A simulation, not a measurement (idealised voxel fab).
voxel quadruple lines: a process module
Cross-section cut spans 290 nm and uses square cells 5 nm in size.
In what follows, cross-sections appear as grids of square cells, described through bands that run from the top down, where every band is one or more rows of cells.
A band entry consists of two parts. The first gives the height of the band's top and the height of its bottom, in nm. The rest lists the band's materials from left to right, each with its width in nm. A single material labelled with the word "full width" fills the band from edge to edge, and the word "empty" marks empty space.
Heights are measured from 0, the level below which the as-received wafer is all one material; the lowest band has no bottom and continues downward, written as in "0..down".
A width given as "30 to 40" starts at the first number in the band's top row and ends at the second number in its bottom row, shifting by an equal amount at every step from row to row.
"no alteration", as given for a step, is the statement that not any cell of the cross-section underwent a change during that step.
The label "Entrapped voids" introduces a list of the empty spaces, 8 cells or larger, that have no open way up to the top; each entry in it reads width x height at distance, where the distance is taken from the left edge and all three are stated in nm.
The remark found on a step's line after its settings is issued by the simulator itself and pertains to that step.
You can add "overlay nm" to a step's line. For a step with a mask, it describes how far the mask lay to the right of its planned position, and a negative number describes a lay to the left.
The steps planned for the process are as follows:
1. RECEIVE,material Si
2. CONFORMAL_DEP,material Al2O3,thk nm 10
3. DIRECTIONAL_DEP,material Ru,thk nm 15
4. DIRECTIONAL_DEP,material polySi,thk nm 20
5. DIRECTIONAL_DEP,material aC,thk nm 20
6. PATTERN,tone cover,mask id MANDREL,material resist,width nm 25,thk nm 30,overlay nm 0
7. DIRECTIONAL_ETCH,etch materials aC,depth nm 20
8. STRIP,etch materials resist
9. CONFORMAL_DEP,material SiO2,thk nm 15
10. DIRECTIONAL_ETCH,etch materials SiO2,depth nm 15
11. STRIP,etch materials aC
12. DIRECTIONAL_ETCH,etch materials polySi,depth nm 20
13. STRIP,etch materials SiO2
14. CONFORMAL_DEP,material SiN,thk nm 5
15. DIRECTIONAL_ETCH,etch materials SiN,depth nm 5
16. STRIP,etch materials polySi
17. DIRECTIONAL_ETCH,etch materials Ru,depth nm 15
18. STRIP,etch materials SiN
19. FILL_DEP,material lowk,thk nm 5
20. CMP,height nm 25
Below: the first of two wafers, run as planned:
Wafer as received: cross-section following step 1:
> 0..down  Si full width
> Entrapped voids: none
You're looking at a cross-section of the wafer after step 2:
> 10..0  Al2O3 full width
> Under the height 0 nothing was changed.
You're looking at a cross-section of the wafer after step 3:
> 25..10  Ru full width
> Under the height 10 nothing was changed.
You're looking at a cross-section of the wafer after step 4:
> 45..25  polySi full width
> Under the height 25 nothing was changed.
You're looking at a cross-section of the wafer after step 5:
> 65..45  aC full width
> Under the height 45 nothing was changed.
You're looking at a cross-section of the wafer after step 6:
> 95..65  empty (130) / resist (25) / empty (135)
> Under the height 65 nothing was changed.
You're looking at a cross-section of the wafer after step 7:
> 75..65  empty (130) / resist (25) / empty (135)
> 65..45  empty (130) / aC (25) / empty (135)
> Under the height 45 nothing was changed.
You're looking at a cross-section of the wafer after step 8:
> 65..45  empty (130) / aC (25) / empty (135)
> Under the height 45 nothing was changed.
You're looking at a cross-section of the wafer after step 9:
> 80..65  empty (115) / SiO2 (55) / empty (120)
> 65..60  empty (115) / SiO2 (15) / aC (25) / SiO2 (15) / empty (120)
> 60..45  SiO2 (130) / aC (25) / SiO2 (135)
> Under the height 45 nothing was changed.
You're looking at a cross-section of the wafer after step 10:
> 65..45  empty (115) / SiO2 (15) / aC (25) / SiO2 (15) / empty (120)
> Under the height 45 nothing was changed.
You're looking at a cross-section of the wafer after step 11:
> 65..45  empty (115) / SiO2 (15) / empty (25) / SiO2 (15) / empty (120)
> Under the height 45 nothing was changed.
You're looking at a cross-section of the wafer after step 12:
> 65..45  empty (115) / SiO2 (15) / empty (25) / SiO2 (15) / empty (120)
> 45..25  empty (115) / polySi (15) / empty (25) / polySi (15) / empty (120)
> Under the height 25 nothing was changed.
You're looking at a cross-section of the wafer after step 13:
> 45..25  empty (115) / polySi (15) / empty (25) / polySi (15) / empty (120)
> Under the height 25 nothing was changed.
You're looking at a cross-section of the wafer after step 14:
> 50..45  empty (110) / SiN (25) / empty (15) / SiN (25) / empty (115)
> 45..30  empty (110) / SiN (5) / polySi (15) / SiN (5) / empty (15) / SiN (5) / polySi (15) / SiN (5) / empty (115)
> 30..25  SiN (115) / polySi (15) / SiN (25) / polySi (15) / SiN (120)
> Under the height 25 nothing was changed.
You're looking at a cross-section of the wafer after step 15:
> 45..25  empty (110) / SiN (5) / polySi (15) / SiN (5) / empty (15) / SiN (5) / polySi (15) / SiN (5) / empty (115)
> Under the height 25 nothing was changed.
You're looking at a cross-section of the wafer after step 16:
> 45..25  empty (110) / SiN (5) / empty (15) / SiN (5) / empty (15) / SiN (5) / empty (15) / SiN (5) / empty (115)
> Under the height 25 nothing was changed.
You're looking at a cross-section of the wafer after step 17:
> 45..25  empty (110) / SiN (5) / empty (15) / SiN (5) / empty (15) / SiN (5) / empty (15) / SiN (5) / empty (115)
> 25..10  empty (110) / Ru (5) / empty (15) / Ru (5) / empty (15) / Ru (5) / empty (15) / Ru (5) / empty (115)
> Under the height 10 nothing was changed.
You're looking at a cross-section of the wafer after step 18:
> 25..10  empty (110) / Ru (5) / empty (15) / Ru (5) / empty (15) / Ru (5) / empty (15) / Ru (5) / empty (115)
> Under the height 10 nothing was changed.
You're looking at a cross-section of the wafer after step 19:
> 30..25  lowk full width
> 25..10  lowk (110) / Ru (5) / lowk (15) / Ru (5) / lowk (15) / Ru (5) / lowk (15) / Ru (5) / lowk (115)
> Under the height 10 nothing was changed.
You're looking at a cross-section of the wafer after step 20:
> 25..10  lowk (110) / Ru (5) / lowk (15) / Ru (5) / lowk (15) / Ru (5) / lowk (15) / Ru (5) / lowk (115)
> Under the height 10 nothing was changed.
It is to be noted that the second wafer proceeded from the same initial state and according to the same plan as the first, although one mistake was committed in its execution; through step 2, inclusive, the two wafers share an identical history:
Cross-section of the second wafer when, according to plan, step 3 should have finished:
> 25..10  lowk full width
> Under the height 10 nothing was changed.
Cross-section of the second wafer when, according to plan, step 4 should have finished:
> 45..25  polySi full width
> Under the height 25 nothing was changed.
Cross-section of the second wafer when, according to plan, step 5 should have finished:
> 65..45  aC full width
> Under the height 45 nothing was changed.
Cross-section of the second wafer when, according to plan, step 6 should have finished:
> 95..65  empty (130) / resist (25) / empty (135)
> Under the height 65 nothing was changed.
Cross-section of the second wafer when, according to plan, step 7 should have finished:
> 75..65  empty (130) / resist (25) / empty (135)
> 65..45  empty (130) / aC (25) / empty (135)
> Under the height 45 nothing was changed.
Cross-section of the second wafer when, according to plan, step 8 should have finished:
> 65..45  empty (130) / aC (25) / empty (135)
> Under the height 45 nothing was changed.
Cross-section of the second wafer when, according to plan, step 9 should have finished:
> 80..65  empty (115) / SiO2 (55) / empty (120)
> 65..60  empty (115) / SiO2 (15) / aC (25) / SiO2 (15) / empty (120)
> 60..45  SiO2 (130) / aC (25) / SiO2 (135)
> Under the height 45 nothing was changed.
Cross-section of the second wafer when, according to plan, step 10 should have finished:
> 65..45  empty (115) / SiO2 (15) / aC (25) / SiO2 (15) / empty (120)
> Under the height 45 nothing was changed.
Cross-section of the second wafer when, according to plan, step 11 should have finished:
> 65..45  empty (115) / SiO2 (15) / empty (25) / SiO2 (15) / empty (120)
> Under the height 45 nothing was changed.
Cross-section of the second wafer when, according to plan, step 12 should have finished:
> 65..45  empty (115) / SiO2 (15) / empty (25) / SiO2 (15) / empty (120)
> 45..25  empty (115) / polySi (15) / empty (25) / polySi (15) / empty (120)
> Under the height 25 nothing was changed.
Cross-section of the second wafer when, according to plan, step 13 should have finished:
> 45..25  empty (115) / polySi (15) / empty (25) / polySi (15) / empty (120)
> Under the height 25 nothing was changed.
Cross-section of the second wafer when, according to plan, step 14 should have finished:
> 50..45  empty (110) / SiN (25) / empty (15) / SiN (25) / empty (115)
> 45..30  empty (110) / SiN (5) / polySi (15) / SiN (5) / empty (15) / SiN (5) / polySi (15) / SiN (5) / empty (115)
> 30..25  SiN (115) / polySi (15) / SiN (25) / polySi (15) / SiN (120)
> Under the height 25 nothing was changed.
Cross-section of the second wafer when, according to plan, step 15 should have finished:
> 45..25  empty (110) / SiN (5) / polySi (15) / SiN (5) / empty (15) / SiN (5) / polySi (15) / SiN (5) / empty (115)
> Under the height 25 nothing was changed.
Cross-section of the second wafer when, according to plan, step 16 should have finished:
> 45..25  empty (110) / SiN (5) / empty (15) / SiN (5) / empty (15) / SiN (5) / empty (15) / SiN (5) / empty (115)
> Under the height 25 nothing was changed.
Cross-section of the second wafer when, according to plan, step 17 should have finished: no alteration
Cross-section of the second wafer when, according to plan, step 18 should have finished:
> 25..10  lowk full width
> Under the height 10 nothing was changed.
Cross-section of the second wafer when, according to plan, step 19 should have finished:
> 30..10  lowk full width
> Under the height 10 nothing was changed.
Cross-section of the second wafer when, according to plan, step 20 should have finished:
> 25..10  lowk full width
> Under the height 10 nothing was changed.
In executing the process, a mistake was made relative to the plan: step 3 deviated from plan and actually ran as DIRECTIONAL_DEP,material lowk,thk nm 15
At the finish, the second wafer shows more or fewer cells for some materials than the first does: Ru: 12 fewer | lowk: 12 more
